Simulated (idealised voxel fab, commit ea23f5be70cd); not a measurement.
The following process module bears the name voxel self aligned vias.
Square cell edge 5 nm, section width 145 nm, ID cut.
A cross-section is a grid of square cells, given in bands from the top down. A band is one or more rows of cells. Band entry format. Leading values: height of top, height of bottom, nm. Remainder: materials in left-to-right order, each with its width in nm. Special words: "throughout" on a single material, which then fills the band edge to edge; "empty", empty space. Heights are expressed relative to 0, this being the level below which the as-received wafer comprises one material exclusively. The lowest band is unbounded in the downward direction and is denoted as in "0 down". Width: "30->40" (first number = top row, second number = bottom row, same change from row to row of cells). For the purposes of this document, the phrase "no alterations made" attached to a step denotes that no cell within the cross-section was modified by that step. Listed in "Enclosed void entries": every empty space of 8 or more cells without an open way to the top. Form: width x height at distance, the distance being from the left edge, all in nm. The remark found on a step's line after its settings is issued by the simulator itself and pertains to that step. "overlay nm" denotes, for a step that has a mask, the displacement of the mask to the right of its planned place, with negative values corresponding to the left.
PROCESS STEPS (PLANNED)
1,RECEIVE (material Si)
2,CONFORMAL_DEP (material SiO2; thk nm 10)
3,CONFORMAL_DEP (material SiCN; thk nm 5)
4,DIRECTIONAL_DEP (material SiO2; thk nm 30)
5,DIRECTIONAL_DEP (material aC; thk nm 10)
6,PATTERN (tone open; mask id LINES; material resist; width nm 30; pitch nm 65; thk nm 25; overlay nm 0)
7,DIRECTIONAL_ETCH (etch materials aC; depth nm 10)
8,STRIP (etch materials resist)
9,DIRECTIONAL_ETCH (etch materials SiO2; depth nm 30)
10,STRIP (etch materials aC)
11,CONFORMAL_DEP (material TiN; thk nm 5)
12,FILL_DEP (material W; thk nm 5)
13,CMP (height nm 45)
14,SELECTIVE_ETCH (etch materials W Ru TiN; depth nm 10)
15,FILL_DEP (material SiN; thk nm 10)
16,CMP (height nm 45)
17,DIRECTIONAL_DEP (material SiO2; thk nm 20)
18,MASKED_ETCH (tone open; mask id VIAS; width nm 50; etch materials SiO2; depth nm 20; overlay nm 0)
19,MASKED_ETCH (tone open; mask id VIAS; width nm 50; etch materials SiN; depth nm 10; overlay nm 0)
20,CONFORMAL_DEP (material TiN; thk nm 5)
21,FILL_DEP (material Cu; thk nm 10)
22,CMP (height nm 65)
23,CONFORMAL_DEP (material SiCN; thk nm 5)
BELOW: THE FIRST OF TWO WAFERS, RUN AS PLANNED
AS RECEIVED, AFTER STEP 1
0 down = Si throughout
Enclosed void entries: none
HOW THE WAFER STANDS IN SECTION AFTER STEP 2
10 to 0 = SiO2 throughout
Unchanged below 0.
HOW THE WAFER STANDS IN SECTION AFTER STEP 3
15 to 10 = SiCN throughout
Unchanged below 10.
HOW THE WAFER STANDS IN SECTION AFTER STEP 4
45 to 15 = SiO2 throughout
Unchanged below 15.
HOW THE WAFER STANDS IN SECTION AFTER STEP 5
55 to 45 = aC throughout
Unchanged below 45.
HOW THE WAFER STANDS IN SECTION AFTER STEP 6
80 to 55 = resist 25 nm | empty 30 nm | resist 35 nm | empty 30 nm | resist 25 nm
Unchanged below 55.
HOW THE WAFER STANDS IN SECTION AFTER STEP 7
70 to 55 = resist 25 nm | empty 30 nm | resist 35 nm | empty 30 nm | resist 25 nm
55 to 45 = aC 25 nm | empty 30 nm | aC 35 nm | empty 30 nm | aC 25 nm
Unchanged below 45.
HOW THE WAFER STANDS IN SECTION AFTER STEP 8
55 to 45 = aC 25 nm | empty 30 nm | aC 35 nm | empty 30 nm | aC 25 nm
Unchanged below 45.
HOW THE WAFER STANDS IN SECTION AFTER STEP 9
55 to 45 = aC 25 nm | empty 30 nm | aC 35 nm | empty 30 nm | aC 25 nm
45 to 15 = SiO2 25 nm | empty 30 nm | SiO2 35 nm | empty 30 nm | SiO2 25 nm
Unchanged below 15.
HOW THE WAFER STANDS IN SECTION AFTER STEP 10
45 to 15 = SiO2 25 nm | empty 30 nm | SiO2 35 nm | empty 30 nm | SiO2 25 nm
Unchanged below 15.
HOW THE WAFER STANDS IN SECTION AFTER STEP 11
50 to 45 = TiN 30 nm | empty 20 nm | TiN 45 nm | empty 20 nm | TiN 30 nm
45 to 20 = SiO2 25 nm | TiN 5 nm | empty 20 nm | TiN 5 nm | SiO2 35 nm | TiN 5 nm | empty 20 nm | TiN 5 nm | SiO2 25 nm
20 to 15 = SiO2 25 nm | TiN 30 nm | SiO2 35 nm | TiN 30 nm | SiO2 25 nm
Unchanged below 15.
HOW THE WAFER STANDS IN SECTION AFTER STEP 12
55 to 50 = W throughout
50 to 45 = TiN 30 nm | W 20 nm | TiN 45 nm | W 20 nm | TiN 30 nm
45 to 20 = SiO2 25 nm | TiN 5 nm | W 20 nm | TiN 5 nm | SiO2 35 nm | TiN 5 nm | W 20 nm | TiN 5 nm | SiO2 25 nm
Unchanged below 20.
HOW THE WAFER STANDS IN SECTION AFTER STEP 13
45 to 20 = SiO2 25 nm | TiN 5 nm | W 20 nm | TiN 5 nm | SiO2 35 nm | TiN 5 nm | W 20 nm | TiN 5 nm | SiO2 25 nm
Unchanged below 20.
HOW THE WAFER STANDS IN SECTION AFTER STEP 14
45 to 35 = SiO2 25 nm | empty 30 nm | SiO2 35 nm | empty 30 nm | SiO2 25 nm
Unchanged below 35.
HOW THE WAFER STANDS IN SECTION AFTER STEP 15
55 to 45 = SiN throughout
45 to 35 = SiO2 25 nm | SiN 30 nm | SiO2 35 nm | SiN 30 nm | SiO2 25 nm
Unchanged below 35.
HOW THE WAFER STANDS IN SECTION AFTER STEP 16
45 to 35 = SiO2 25 nm | SiN 30 nm | SiO2 35 nm | SiN 30 nm | SiO2 25 nm
Unchanged below 35.
HOW THE WAFER STANDS IN SECTION AFTER STEP 17
65 to 45 = SiO2 throughout
Unchanged below 45.
HOW THE WAFER STANDS IN SECTION AFTER STEP 18
65 to 45 = SiO2 15 nm | empty 50 nm | SiO2 80 nm
Unchanged below 45.
HOW THE WAFER STANDS IN SECTION AFTER STEP 19
65 to 45 = SiO2 15 nm | empty 50 nm | SiO2 80 nm
45 to 35 = SiO2 25 nm | empty 30 nm | SiO2 35 nm | SiN 30 nm | SiO2 25 nm
Unchanged below 35.
HOW THE WAFER STANDS IN SECTION AFTER STEP 20
70 to 65 = TiN 20 nm | empty 40 nm | TiN 85 nm
65 to 50 = SiO2 15 nm | TiN 5 nm | empty 40 nm | TiN 5 nm | SiO2 80 nm
50 to 45 = SiO2 15 nm | TiN 15 nm | empty 20 nm | TiN 15 nm | SiO2 80 nm
45 to 40 = SiO2 25 nm | TiN 5 nm | empty 20 nm | TiN 5 nm | SiO2 35 nm | SiN 30 nm | SiO2 25 nm
40 to 35 = SiO2 25 nm | TiN 30 nm | SiO2 35 nm | SiN 30 nm | SiO2 25 nm
Unchanged below 35.
HOW THE WAFER STANDS IN SECTION AFTER STEP 21
80 to 70 = Cu throughout
70 to 65 = TiN 20 nm | Cu 40 nm | TiN 85 nm
65 to 50 = SiO2 15 nm | TiN 5 nm | Cu 40 nm | TiN 5 nm | SiO2 80 nm
50 to 45 = SiO2 15 nm | TiN 15 nm | Cu 20 nm | TiN 15 nm | SiO2 80 nm
45 to 40 = SiO2 25 nm | TiN 5 nm | Cu 20 nm | TiN 5 nm | SiO2 35 nm | SiN 30 nm | SiO2 25 nm
Unchanged below 40.
HOW THE WAFER STANDS IN SECTION AFTER STEP 22
65 to 50 = SiO2 15 nm | TiN 5 nm | Cu 40 nm | TiN 5 nm | SiO2 80 nm
Unchanged below 50.
HOW THE WAFER STANDS IN SECTION AFTER STEP 23
70 to 65 = SiCN throughout
Unchanged below 65.
WAFER TWO. SAME START, SAME PLAN, ONE SLIP IN EXECUTION. SAME AS WAFER ONE THROUGH STEP 1, INCLUSIVE
SECOND WAFER: CROSS-SECTION AT THE SCHEDULED END OF STEP 2
5 to 0 = SiO2 throughout
Unchanged below 0.
SECOND WAFER: CROSS-SECTION AT THE SCHEDULED END OF STEP 3
10 to 5 = SiCN throughout
Unchanged below 5.
SECOND WAFER: CROSS-SECTION AT THE SCHEDULED END OF STEP 4
40 to 10 = SiO2 throughout
Unchanged below 10.
SECOND WAFER: CROSS-SECTION AT THE SCHEDULED END OF STEP 5
50 to 40 = aC throughout
Unchanged below 40.
SECOND WAFER: CROSS-SECTION AT THE SCHEDULED END OF STEP 6
75 to 50 = resist 25 nm | empty 30 nm | resist 35 nm | empty 30 nm | resist 25 nm
Unchanged below 50.
SECOND WAFER: CROSS-SECTION AT THE SCHEDULED END OF STEP 7
65 to 50 = resist 25 nm | empty 30 nm | resist 35 nm | empty 30 nm | resist 25 nm
50 to 40 = aC 25 nm | empty 30 nm | aC 35 nm | empty 30 nm | aC 25 nm
Unchanged below 40.
SECOND WAFER: CROSS-SECTION AT THE SCHEDULED END OF STEP 8
50 to 40 = aC 25 nm | empty 30 nm | aC 35 nm | empty 30 nm | aC 25 nm
Unchanged below 40.
SECOND WAFER: CROSS-SECTION AT THE SCHEDULED END OF STEP 9
50 to 40 = aC 25 nm | empty 30 nm | aC 35 nm | empty 30 nm | aC 25 nm
40 to 10 = SiO2 25 nm | empty 30 nm | SiO2 35 nm | empty 30 nm | SiO2 25 nm
Unchanged below 10.
SECOND WAFER: CROSS-SECTION AT THE SCHEDULED END OF STEP 10
40 to 10 = SiO2 25 nm | empty 30 nm | SiO2 35 nm | empty 30 nm | SiO2 25 nm
Unchanged below 10.
SECOND WAFER: CROSS-SECTION AT THE SCHEDULED END OF STEP 11
45 to 40 = TiN 30 nm | empty 20 nm | TiN 45 nm | empty 20 nm | TiN 30 nm
40 to 15 = SiO2 25 nm | TiN 5 nm | empty 20 nm | TiN 5 nm | SiO2 35 nm | TiN 5 nm | empty 20 nm | TiN 5 nm | SiO2 25 nm
15 to 10 = SiO2 25 nm | TiN 30 nm | SiO2 35 nm | TiN 30 nm | SiO2 25 nm
Unchanged below 10.
SECOND WAFER: CROSS-SECTION AT THE SCHEDULED END OF STEP 12
50 to 45 = W throughout
45 to 40 = TiN 30 nm | W 20 nm | TiN 45 nm | W 20 nm | TiN 30 nm
40 to 15 = SiO2 25 nm | TiN 5 nm | W 20 nm | TiN 5 nm | SiO2 35 nm | TiN 5 nm | W 20 nm | TiN 5 nm | SiO2 25 nm
Unchanged below 15.
SECOND WAFER: CROSS-SECTION AT THE SCHEDULED END OF STEP 13
45 to 40 = TiN 30 nm | W 20 nm | TiN 45 nm | W 20 nm | TiN 30 nm
Unchanged below 40.
SECOND WAFER: CROSS-SECTION AT THE SCHEDULED END OF STEP 14
40 to 35 = SiO2 25 nm | empty 30 nm | SiO2 35 nm | empty 30 nm | SiO2 25 nm
Unchanged below 35.
SECOND WAFER: CROSS-SECTION AT THE SCHEDULED END OF STEP 15
50 to 40 = SiN throughout
40 to 35 = SiO2 25 nm | SiN 30 nm | SiO2 35 nm | SiN 30 nm | SiO2 25 nm
Unchanged below 35.
SECOND WAFER: CROSS-SECTION AT THE SCHEDULED END OF STEP 16
45 to 40 = SiN throughout
Unchanged below 40.
SECOND WAFER: CROSS-SECTION AT THE SCHEDULED END OF STEP 17
65 to 45 = SiO2 throughout
Unchanged below 45.
SECOND WAFER: CROSS-SECTION AT THE SCHEDULED END OF STEP 18
65 to 45 = SiO2 15 nm | empty 50 nm | SiO2 80 nm
Unchanged below 45.
SECOND WAFER: CROSS-SECTION AT THE SCHEDULED END OF STEP 19
65 to 45 = SiO2 15 nm | empty 50 nm | SiO2 80 nm
45 to 40 = SiN 15 nm | empty 50 nm | SiN 80 nm
40 to 35 = SiO2 25 nm | empty 30 nm | SiO2 35 nm | SiN 30 nm | SiO2 25 nm
Unchanged below 35.
SECOND WAFER: CROSS-SECTION AT THE SCHEDULED END OF STEP 20
70 to 65 = TiN 20 nm | empty 40 nm | TiN 85 nm
65 to 45 = SiO2 15 nm | TiN 5 nm | empty 40 nm | TiN 5 nm | SiO2 80 nm
45 to 40 = SiN 15 nm | TiN 15 nm | empty 20 nm | TiN 15 nm | SiN 80 nm
40 to 35 = SiO2 25 nm | TiN 30 nm | SiO2 35 nm | SiN 30 nm | SiO2 25 nm
Unchanged below 35.
SECOND WAFER: CROSS-SECTION AT THE SCHEDULED END OF STEP 21
80 to 70 = Cu throughout
70 to 65 = TiN 20 nm | Cu 40 nm | TiN 85 nm
65 to 45 = SiO2 15 nm | TiN 5 nm | Cu 40 nm | TiN 5 nm | SiO2 80 nm
45 to 40 = SiN 15 nm | TiN 15 nm | Cu 20 nm | TiN 15 nm | SiN 80 nm
Unchanged below 40.
SECOND WAFER: CROSS-SECTION AT THE SCHEDULED END OF STEP 22
65 to 45 = SiO2 15 nm | TiN 5 nm | Cu 40 nm | TiN 5 nm | SiO2 80 nm
Unchanged below 45.
SECOND WAFER: CROSS-SECTION AT THE SCHEDULED END OF STEP 23
70 to 65 = SiCN throughout
Unchanged below 65.
In executing the process, a mistake was made relative to the plan: step 2 was run on a setting that differed from the plan, and what really ran there is CONFORMAL_DEP (material SiO2; thk nm 5)
End check, counted in cells, second wafer has more or fewer of these materials than the first: Cu: 4 more | SiN: 13 more | SiO2: 29 fewer | TiN: 4 more | W: 8 more
